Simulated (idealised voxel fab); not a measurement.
Proc. module: voxel self aligned vias
Shown is cross-section cut, with a width of 210 nm and square cells of size 5 nm.
Bands, listed from the top down, are how a cross-section gets written in this document; the cross-section itself is a grid of square cells, and a band is one or more rows of them.
Look at the band entry: it leads with the top's height and the bottom's height in nm. Then it lists the materials left to right, with a width in nm for each. The word "throughout" on a single material says that material fills the band edge to edge. The word "air" is empty space.
Zero point of the height axis is 0; under it, received wafer = one material. Lowest band: continues down indefinitely, "0 -> down".
Top row gets the first number, bottom row gets the second, and each row in between changes by the same step: that is how a band width like "30..40" works.
"remained the same" (step): cross-section cells unchanged, all of them.
Listed in "Listed closed voids": every empty space of 8 or more cells without an open way to the top. Form: width x height at distance, the distance being from the left edge, all in nm.
Past the settings on a step's line: simulator remark, on that step.
On any step carrying a mask, the "overlay nm" setting, if present on the step's line, tells how far right of its planned place the mask lay; negative values point to the left.
Listed below are the process steps as planned:
1: RECEIVE,material Si
2: CONFORMAL_DEP,material SiO2,thk nm 15
3: CONFORMAL_DEP,material SiCN,thk nm 5
4: DIRECTIONAL_DEP,material SiO2,thk nm 20
5: PATTERN,tone open,mask id LINES,material resist,width nm 30,pitch nm 80,thk nm 15,overlay nm 0
6: DIRECTIONAL_ETCH,etch materials SiO2,depth nm 20
7: STRIP,etch materials resist
8: CONFORMAL_DEP,material TiN,thk nm 5
9: FILL_DEP,material Ru,thk nm 5
10: CMP,height nm 40
11: SELECTIVE_ETCH,etch materials W Ru TiN,depth nm 5
12: FILL_DEP,material SiN,thk nm 10
13: CMP,height nm 30
14: DIRECTIONAL_DEP,material SiO2,thk nm 15
15: MASKED_ETCH,tone open,mask id VIAS,width nm 50,pitch nm 80,etch materials SiO2,depth nm 15,overlay nm 0
16: MASKED_ETCH,tone open,mask id VIAS,width nm 50,pitch nm 80,etch materials SiN,depth nm 5,overlay nm 0
17: CONFORMAL_DEP,material TiN,thk nm 5
18: FILL_DEP,material Cu,thk nm 5
19: CMP,height nm 55
20: CONFORMAL_DEP,material SiCN,thk nm 5
Heads up: all these wafers start the same, and what changes between them is the height nm in step 13. The value you see in the plan is just what the first wafer got.
The first of several wafers in cross-section, exactly as it reached us after step 1:
0 -> down: Si throughout
Listed closed voids: none
Tabulated below, wafer by wafer, are the end-of-module results: for each material, the number of cells gained (+) or lost (-) relative to the as-received state, followed by the closed voids:
height nm 30; +90 Cu; +8 Ru; +84 SiCN; +252 SiO2; +70 TiN; Listed closed voids: none
height nm 35; +48 Cu; +16 Ru; +84 SiCN; +282 SiO2; +74 TiN; Listed closed voids: none
height nm 40; +40 Cu; +16 Ru; +84 SiCN; +312 SiO2; +52 TiN; Listed closed voids: none
height nm 45; +32 Cu; +16 Ru; +84 SiCN; +34 SiN; +290 SiO2; +48 TiN; Listed closed voids: none
height nm 50; +16 Cu; +16 Ru; +84 SiCN; +76 SiN; +268 SiO2; +44 TiN; Listed closed voids: none
